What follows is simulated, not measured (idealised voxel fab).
Title: Process Module voxel capacitor over wiring
Each square cell in cross-section cut measures 5 nm, and the section as a whole is 235 nm wide.
When this document writes out a cross-section, it uses a grid of square cells and lists it as bands, beginning at the top and moving down, with a band standing for one or more rows of cells.
Band: top height; bottom height; in nm. Then, left to right: material with width in nm, for each material. "edge to edge": a single material spanning edge to edge. "empty": empty space.
Heads up on the height convention: 0 is the point under which the incoming wafer is all one material, and the lowest band has no bottom, it just keeps going down, like "0 and below".
Note: "30 to 40" means the width goes from the first number (top row of the band) to the second number (bottom row) in equal steps per row of cells.
Step marked "left unchanged"? Then no cell in the cross-section changed in it.
Reported under the label "Enclosed empty spaces" are the empty spaces having no open way to the top and comprising 8 cells or more; the notation for each is width x height at distance, in which the distance is measured from the left edge and all three values are in nm.
Formally, on a step line, whatever follows the settings is a remark that the simulator itself makes on the step.
What "overlay nm" on a step's line means: if the step has a mask, that mask lay this far to the right of its planned place, or, when the value is negative, to the left.
PROCESS STEPS FORESEEN IN THE PLAN
| 1 | op RECEIVE | material Si |
| 2 | op CONFORMAL_DEP | material SiO2 | thk nm 15 |
| 3 | op CONFORMAL_DEP | material SiN | thk nm 5 |
| 4 | op DIRECTIONAL_DEP | material SiO2 | thk nm 15 |
| 5 | op DIRECTIONAL_DEP | material aC | thk nm 10 |
| 6 | op PATTERN | tone open | mask id METAL_1 | material resist | width nm 25 | pitch nm 90 | thk nm 30 | overlay nm 0 |
| 7 | op DIRECTIONAL_ETCH | etch materials aC | depth nm 10 |
| 8 | op STRIP | etch materials resist |
| 9 | op DIRECTIONAL_ETCH | etch materials SiO2 | depth nm 15 |
| 10 | op DIRECTIONAL_ETCH | etch materials SiN | depth nm 5 |
| 11 | op STRIP | etch materials aC |
| 12 | op CONFORMAL_DEP | material TiN | thk nm 5 |
| 13 | op FILL_DEP | material Cu | thk nm 5 |
| 14 | op CMP | height nm 35 |
| 15 | op EPI | material Ru | thk nm 5 |
| 16 | op FILL_DEP | material SiCN | thk nm 5 |
| 17 | op DIRECTIONAL_DEP | material lowk | thk nm 15 |
| 18 | op DIRECTIONAL_DEP | material aC | thk nm 10 |
| 19 | op PATTERN | tone open | mask id PLUG_1 | material resist | width nm 15 | thk nm 30 | overlay nm 0 |
| 20 | op DIRECTIONAL_ETCH | etch materials aC | depth nm 10 |
| 21 | op STRIP | etch materials resist |
| 22 | op DIRECTIONAL_ETCH | etch materials lowk | depth nm 15 |
| 23 | op DIRECTIONAL_ETCH | etch materials SiCN | depth nm 5 |
| 24 | op STRIP | etch materials aC |
| 25 | op EPI | material Ru | thk nm 10 |
| 26 | op EPI | material Ru | thk nm 10 |
| 27 | op DIRECTIONAL_DEP | material TiN | thk nm 5 |
| 28 | op DIRECTIONAL_DEP | material Al2O3 | thk nm 5 |
| 29 | op DIRECTIONAL_DEP | material TiN | thk nm 10 |
| 30 | op MASKED_ETCH | tone cover | mask id UPPER_PLATE | width nm 70 | etch materials TiN | depth nm 10 | overlay nm 0 |
| 31 | op MASKED_ETCH | tone cover | mask id UPPER_PLATE | width nm 70 | etch materials Al2O3 | depth nm 5 | overlay nm 0 |
| 32 | op DIRECTIONAL_DEP | material aC | thk nm 15 |
| 33 | op PATTERN | tone cover | mask id LOWER_PLATE | material resist | width nm 80 | thk nm 35 | overlay nm 0 |
| 34 | op DIRECTIONAL_ETCH | etch materials aC | depth nm 15 |
| 35 | op STRIP | etch materials resist |
| 36 | op DIRECTIONAL_ETCH | etch materials TiN | depth nm 5 |
| 37 | op STRIP | etch materials aC |
| 38 | op FILL_DEP | material SiO2 | thk nm 15 |
| 39 | op CMP | height nm 90 |
| 40 | op DIRECTIONAL_DEP | material aC | thk nm 15 |
| 41 | op PATTERN | tone open | mask id PLUG_2 | material resist | width nm 15 | thk nm 35 | overlay nm 0 |
| 42 | op DIRECTIONAL_ETCH | etch materials aC | depth nm 15 |
| 43 | op STRIP | etch materials resist |
| 44 | op DIRECTIONAL_ETCH | etch materials SiO2 | depth nm 10 |
| 45 | op STRIP | etch materials aC |
| 46 | op CONFORMAL_DEP | material TiN | thk nm 5 |
| 47 | op FILL_DEP | material Ru | thk nm 5 |
| 48 | op CMP | height nm 90 |
| 49 | op CONFORMAL_DEP | material SiCN | thk nm 5 |
THE CROSS-SECTION HERE SHOWS THE WAFER AS RECEIVED, I.E. IN ITS STATE AFTER STEP 1
* 0 and below  Si edge to edge
* Enclosed empty spaces: none
CROSS-SECTION: FIRST OF TWO WAFERS, MODULE FINISHED, RUN ACCORDING TO PLAN
* 95 down to 90  SiCN edge to edge
* 90 down to 85  80 of SiO2 | 5 of TiN | 5 of Ru | 5 of TiN | 140 of SiO2
* 85 down to 80  80 of SiO2 | 15 of TiN | 140 of SiO2
* 80 down to 70  70 of SiO2 | 70 of TiN | 95 of SiO2
* 70 down to 65  70 of SiO2 | 70 of Al2O3 | 95 of SiO2
* 65 down to 60  65 of SiO2 | 80 of TiN | 90 of SiO2
* 60 down to 45  70 of lowk | 15 of Ru | 150 of lowk
* 45 down to 40  70 of SiCN | 15 of Ru | 150 of SiCN
* 40 down to 35  55 of SiCN | 35 of Ru | 55 of SiCN | 35 of Ru | 55 of SiCN
* 35 down to 20  60 of SiO2 | 5 of TiN | 15 of Cu | 5 of TiN | 65 of SiO2 | 5 of TiN | 15 of Cu | 5 of TiN | 60 of SiO2
* 20 down to 15  60 of SiN | 25 of TiN | 65 of SiN | 25 of TiN | 60 of SiN
* 15 down to 0  SiO2 edge to edge
* 0 and below  Si edge to edge
* Enclosed empty spaces: none
CROSS-SECTION, WAFER TWO OF TWO, END OF MODULE: SAME START AND PLAN AS WAFER ONE, ONE ERROR IN EXECUTION
* 95 down to 90  SiCN edge to edge
* 90 down to 85  80 of SiO2 | 5 of TiN | 5 of Ru | 5 of TiN | 140 of SiO2
* 85 down to 80  80 of SiO2 | 15 of TiN | 140 of SiO2
* 80 down to 70  75 of SiO2 | 65 of TiN | 95 of SiO2
* 70 down to 65  70 of SiO2 | 70 of Al2O3 | 95 of SiO2
* 65 down to 60  65 of SiO2 | 80 of TiN | 90 of SiO2
* 60 down to 45  70 of lowk | 15 of Ru | 150 of lowk
* 45 down to 40  70 of SiCN | 15 of Ru | 150 of SiCN
* 40 down to 35  55 of SiCN | 35 of Ru | 55 of SiCN | 35 of Ru | 55 of SiCN
* 35 down to 20  60 of SiO2 | 5 of TiN | 15 of Cu | 5 of TiN | 65 of SiO2 | 5 of TiN | 15 of Cu | 5 of TiN | 60 of SiO2
* 20 down to 15  60 of SiN | 25 of TiN | 65 of SiN | 25 of TiN | 60 of SiN
* 15 down to 0  SiO2 edge to edge
* 0 and below  Si edge to edge
* Enclosed empty spaces: none
Want to know what went wrong? rather than as planned, step 30 actually ran as op MASKED_ETCH | tone cover | mask id UPPER_PLATE | width nm 65 | etch materials TiN | depth nm 10 | overlay nm 0
Cell-count delta at end, second wafer over first, by material: SiO2: 2 more; TiN: 2 fewer
